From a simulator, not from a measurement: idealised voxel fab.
You're looking at the process module voxel transistor to metal.
165 nm wide, 5 nm square cells: that's cross-section cut.
This document writes a cross-section as a grid whose cells are square, and gives it as bands, listed from the top down; one or more rows of cells form a band. Band: top and bottom heights (nm) first, top before bottom; then materials from left to right, widths in nm. "full width" marks a sole material filling the band edge to edge. "air" denotes empty space. Height reference: 0 = level under which incoming wafer is all one material. Lowest band: no bottom, runs on downward, e.g. "0 nm and below". With a width like "30 to 40", each row of cells in the band differs from the next by the same amount, the top row carrying the first number and the bottom row the second. No cell of the cross-section changed in a step that is given as "no change occurred". Reported under the label "Sealed-off cavities" are the empty spaces having no open way to the top and comprising 8 cells or more; the notation for each is width x height at distance, in which the distance is measured from the left edge and all three values are in nm. Where a step's line continues beyond its settings, the continuation is a remark by the simulator itself on that step. A step line may carry the setting "overlay nm", which, for steps involving a mask, states the distance by which the mask lay to the right of its intended position; negative values denote displacement to the left.

-- Process steps foreseen in the plan
| 1 | RECEIVE: material Si |
| 2 | OXIDIZE: depth nm 5 |
| 3 | CONFORMAL_DEP: material SiN, thk nm 10 |
| 4 | MASKED_ETCH: tone cover, mask id ACTIVE, width nm 110, etch materials SiN, depth nm 10, overlay nm 0 |
| 5 | MASKED_ETCH: tone cover, mask id ACTIVE, width nm 110, etch materials SiO2, depth nm 5, overlay nm 0 |
| 6 | MASKED_ETCH: tone cover, mask id ACTIVE, width nm 110, etch materials Si, depth nm 25, overlay nm 0 |
| 7 | OXIDIZE: depth nm 5 |
| 8 | FILL_DEP: material SiO2, thk nm 15 |
| 9 | CMP: height nm 10 |
| 10 | SELECTIVE_ETCH: etch materials SiO2, depth nm 5 |
| 11 | STRIP: etch materials SiN |
| 12 | SELECTIVE_ETCH: etch materials SiO2, depth nm 5 |
| 13 | OXIDIZE: depth nm 5 |
| 14 | DIRECTIONAL_DEP: material polySi, thk nm 30 |
| 15 | DIRECTIONAL_DEP: material SiCN, thk nm 15 |
| 16 | PATTERN: tone cover, mask id GATE, material resist, width nm 30, thk nm 15, overlay nm 0 |
| 17 | DIRECTIONAL_ETCH: etch materials SiCN, depth nm 25 |
| 18 | DIRECTIONAL_ETCH: etch materials polySi, depth nm 40 |
| 19 | STRIP: etch materials resist |
| 20 | CONFORMAL_DEP: material SiO2, thk nm 5 |
| 21 | DIRECTIONAL_ETCH: etch materials SiO2, depth nm 5 |
| 22 | CONFORMAL_DEP: material SiN, thk nm 10 |
| 23 | DIRECTIONAL_ETCH: etch materials SiN, depth nm 10 |
| 24 | DIRECTIONAL_ETCH: etch materials SiO2, depth nm 5 |
| 25 | DIRECTIONAL_ETCH: etch materials Si, depth nm 5 |
| 26 | EPI: material pSi, thk nm 10 |
| 27 | FILL_DEP: material SiO2, thk nm 10 |
| 28 | CMP: height nm 25 |
| 29 | STRIP: etch materials polySi |
| 30 | SELECTIVE_ETCH: etch materials SiO2, depth nm 5 |
| 31 | CONFORMAL_DEP: material HfO2, thk nm 5 |
| 32 | CONFORMAL_DEP: material TiN, thk nm 5 |
| 33 | FILL_DEP: material W, thk nm 5 |
| 34 | CMP: height nm 20 |
| 35 | DIRECTIONAL_DEP: material SiO2, thk nm 10 |
| 36 | PATTERN: tone open, mask id CONTACT, material resist, width nm 15, pitch nm 75, thk nm 20, overlay nm 0 |
| 37 | DIRECTIONAL_ETCH: etch materials SiO2, depth nm 30 |
| 38 | STRIP: etch materials resist |
| 39 | CONFORMAL_DEP: material TiN, thk nm 5 |
| 40 | FILL_DEP: material Ru, thk nm 10 |
| 41 | CMP: height nm 30 |
| 42 | DIRECTIONAL_DEP: material TiN, thk nm 5 |
| 43 | DIRECTIONAL_DEP: material W, thk nm 15 |
| 44 | PATTERN: tone cover, mask id METAL_1, material resist, width nm 15, pitch nm 75, thk nm 20, overlay nm 0 |
| 45 | DIRECTIONAL_ETCH: etch materials W, depth nm 15 |
| 46 | DIRECTIONAL_ETCH: etch materials TiN, depth nm 5 |
| 47 | STRIP: etch materials resist |
| 48 | FILL_DEP: material lowk, thk nm 5 |
| 49 | CMP: height nm 50 |
| 50 | CONFORMAL_DEP: material SiCN, thk nm 5 |

-- Cross-section of the wafer as it came to us, i.e., already through step 1
	0 nm and below | Si full width
	Sealed-off cavities: none

-- The module was run from the start shown above using the plan shown above, but one mistake was made doing it; the resulting wafer cross-section is below
	55 nm to 50 nm | SiCN full width
	50 nm to 35 nm | lowk 35 / W 15 / lowk 60 / W 15 / lowk 40
	35 nm to 30 nm | lowk 35 / TiN 15 / lowk 60 / TiN 15 / lowk 40
	30 nm to 25 nm | SiO2 35 / TiN 5 / Ru 5 / TiN 5 / SiO2 60 / TiN 5 / Ru 5 / TiN 5 / SiO2 40
	25 nm to 20 nm | SiO2 35 / TiN 15 / SiO2 60 / TiN 5 / Ru 5 / TiN 5 / SiO2 40
	20 nm to 5 nm | SiO2 35 / TiN 5 / SiN 10 / HfO2 5 / TiN 5 / W 20 / TiN 5 / HfO2 5 / SiN 10 / SiO2 10 / TiN 5 / Ru 5 / TiN 5 / SiO2 40
	5 nm to 0 nm | SiO2 35 / TiN 5 / SiN 10 / HfO2 5 / TiN 5 / W 20 / TiN 5 / HfO2 5 / SiN 10 / SiO2 10 / TiN 15 / SiO2 40
	0 nm to -5 nm | SiO2 25 / SiN 10 / pSi 5 / SiN 10 / HfO2 5 / TiN 30 / HfO2 5 / SiN 10 / pSi 10 / SiO2 5 / pSi 10 / SiN 10 / SiO2 30
	-5 nm to -10 nm | SiO2 35 / pSi 5 / SiO2 10 / HfO2 40 / SiO2 10 / pSi 25 / SiO2 40
	-10 nm to -15 nm | SiO2 30 / Si 5 / pSi 5 / Si 60 / pSi 25 / Si 5 / SiO2 35
	-15 nm to -35 nm | SiO2 30 / Si 100 / SiO2 35
	-35 nm and below | Si full width
	Sealed-off cavities: none
Finding, execution versus plan: step 16 changed vs plan, executed as PATTERN: tone cover, mask id GATE, material resist, width nm 30, thk nm 15, overlay nm -10
